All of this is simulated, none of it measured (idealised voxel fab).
Process module heading - voxel self aligned vias
We display cut, a cross-section 255 nm in width whose square cells are each 5 nm.
Cross-sections here: square-cell grids, written as top-down lists of bands, a band being one or more rows of cells.
First you get the band's top height and its bottom height, in nm, and then the materials it's made of, left to right, with each width in nm. If you see a single material with "edge to edge", that one covers the band edge to edge. "air" is empty space.
Ref level 0: as-received wafer is one material below here. Bottom band extends down with no lower bound ("0 nm and below").
Width "30->40": first value at the band's top row of cells, second value at its bottom row, equal change from row to row.
Basically "remained unchanged" means that step didn't change any cell in the cross-section.
Under "Closed internal voids" you'll find the enclosed gaps, the ones with no way out to the top, that are 8 cells or bigger; each reads width x height at distance, with distance counted from the left edge, everything in nm.
Heads up: the bit after the settings on a step's line is the simulator's remark on that step.
overlay nm: right-of-plan distance of the mask on a masked step; negative values mean left-of-plan.

The process steps that were planned are listed below:
1 RECEIVE (material Si)
2 CONFORMAL_DEP (material SiO2; thk nm 10)
3 CONFORMAL_DEP (material SiCN; thk nm 5)
4 DIRECTIONAL_DEP (material SiO2; thk nm 25)
5 DIRECTIONAL_DEP (material aC; thk nm 15)
6 PATTERN (tone open; mask id LINES; material resist; width nm 25; pitch nm 75; thk nm 30; overlay nm 0)
7 DIRECTIONAL_ETCH (etch materials aC; depth nm 15)
8 STRIP (etch materials resist)
9 DIRECTIONAL_ETCH (etch materials SiO2; depth nm 25)
10 STRIP (etch materials aC)
11 CONFORMAL_DEP (material TiN; thk nm 5)
12 FILL_DEP (material Ru; thk nm 5)
13 CMP (height nm 40)
14 SELECTIVE_ETCH (etch materials W Ru TiN; depth nm 10)
15 FILL_DEP (material SiN; thk nm 5)
16 CMP (height nm 40)
17 DIRECTIONAL_DEP (material SiO2; thk nm 15)
18 PATTERN (tone open; mask id VIAS; material resist; width nm 45; pitch nm 150; thk nm 15; overlay nm 0)
19 DIRECTIONAL_ETCH (etch materials SiO2; depth nm 15)
20 DIRECTIONAL_ETCH (etch materials SiN; depth nm 10)
21 STRIP (etch materials resist)
22 CONFORMAL_DEP (material TiN; thk nm 5)
23 FILL_DEP (material Cu; thk nm 10)
24 CMP (height nm 55)
25 CONFORMAL_DEP (material SiN; thk nm 5)

Cross-section of the wafer at receipt, which is the condition after step 1:
- 0 nm and below | Si edge to edge
- Closed internal voids: none

Below is the wafer in cross-section after the module was completed. It began from the starting point shown above and followed the plan shown above, except that one mistake was made while running it:
- 60 nm to 55 nm | SiN edge to edge
- 55 nm to 40 nm | SiO2 (30) / TiN (5) / Cu (35) / TiN (5) / SiO2 (105) / TiN (5) / Cu (35) / TiN (5) / SiO2 (30)
- 40 nm to 35 nm | SiO2 (30) / TiN (5) / Cu (35) / TiN (5) / SiO2 (40) / SiN (25) / SiO2 (40) / TiN (5) / Cu (35) / TiN (5) / SiO2 (30)
- 35 nm to 30 nm | SiO2 (30) / TiN (45) / SiO2 (40) / SiN (25) / SiO2 (40) / TiN (45) / SiO2 (30)
- 30 nm to 20 nm | SiO2 (30->40) / TiN (15->5) / Ru (15) / TiN (15->5) / SiO2 (40->50) / TiN (5) / Ru (15) / TiN (5) / SiO2 (40->50) / TiN (15->5) / Ru (15) / TiN (15->5) / SiO2 (30->40)
- 20 nm to 15 nm | SiO2 (40) / TiN (25) / SiO2 (50) / TiN (25) / SiO2 (50) / TiN (25) / SiO2 (40)
- 15 nm to 10 nm | SiCN edge to edge
- 10 nm to 0 nm | SiO2 edge to edge
- 0 nm and below | Si edge to edge
- Closed internal voids: none
Where did the run depart from the plan? it should be noted that step 19 of the plan was executed twice
